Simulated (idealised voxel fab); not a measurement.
Process module in this document: voxel ribs on slabs
Section shown: cut. Width: 260 nm. Cell size: 5 nm, square.
Reading order for cross-sections: top band down to bottom band. Underlying form: a grid of square cells. Band size: one or more rows of cells. Band: top height; bottom height; in nm. Then, left to right: material with width in nm, for each material. "edge to edge": a single material spanning edge to edge. "blank": empty space. Beneath 0, the wafer as received is one material, and that level is where height counting begins. The lowest band goes on downward without a bottom; it is written like "from 0 down". So if you see something like "30 to 40" for the width, read it as the top row of the band sitting at the first number and the bottom row at the second, with every row in between moving by the same amount as the last. Step note "same as before" = no cross-section cell changed. Closed internal voids: empty space of 8 cells or more with no open way to the top, each as width x height at its distance from the left edge, in nm. Anything after a step's settings on that line? It's the simulator's own note about the step. overlay nm: how far to the right of its planned place the mask lay on this masked step (negative: to the left).

-- The planned process steps are enumerated hereunder
1. RECEIVE with material Si
2. DIRECTIONAL_DEP with material SiO2, thk nm 20
3. DIRECTIONAL_DEP with material polySi, thk nm 25
4. MASKED_ETCH with tone cover, mask id RIB, width nm 20, etch materials polySi, depth nm 20, overlay nm 0
5. DIRECTIONAL_DEP with material aC, thk nm 15
6. PATTERN with tone cover, mask id SLAB, material resist, width nm 60, thk nm 35, overlay nm 0
7. DIRECTIONAL_ETCH with etch materials aC, depth nm 15
8. STRIP with etch materials resist
9. DIRECTIONAL_ETCH with etch materials polySi, depth nm 5
10. STRIP with etch materials aC
11. FILL_DEP with material SiO2, thk nm 15
12. CMP with height nm 55
13. DIRECTIONAL_DEP with material TiN, thk nm 5
14. DIRECTIONAL_DEP with material aC, thk nm 10
15. PATTERN with tone cover, mask id HEATER, material resist, width nm 30, thk nm 30, overlay nm 0
16. DIRECTIONAL_ETCH with etch materials aC, depth nm 10
17. STRIP with etch materials resist
18. DIRECTIONAL_ETCH with etch materials TiN, depth nm 5
19. STRIP with etch materials aC
20. CONFORMAL_DEP with material SiN, thk nm 10

-- Cross-sectional view of the wafer in its as-received condition, corresponding to the state after step 1
  from 0 down  Si edge to edge
  Closed internal voids: none

-- End-of-module cross-section. Starting structure and process plan as above; one mistake made in running it
  from 70 to 65  105 blank, then 50 SiN, then 105 blank
  from 65 to 60  SiN edge to edge
  from 60 to 55  115 SiN, then 30 TiN, then 115 SiN
  from 55 to 45  SiO2 edge to edge
  from 45 to 25  120 SiO2, then 25 polySi, then 115 SiO2
  from 25 to 20  100 SiO2, then 60 polySi, then 100 SiO2
  from 20 to 0  SiO2 edge to edge
  from 0 down  Si edge to edge
  Closed internal voids: none
What went wrong in running the wafer? step 4 off recipe, ran as MASKED_ETCH with tone cover, mask id RIB, width nm 25, etch materials polySi, depth nm 20, overlay nm 0
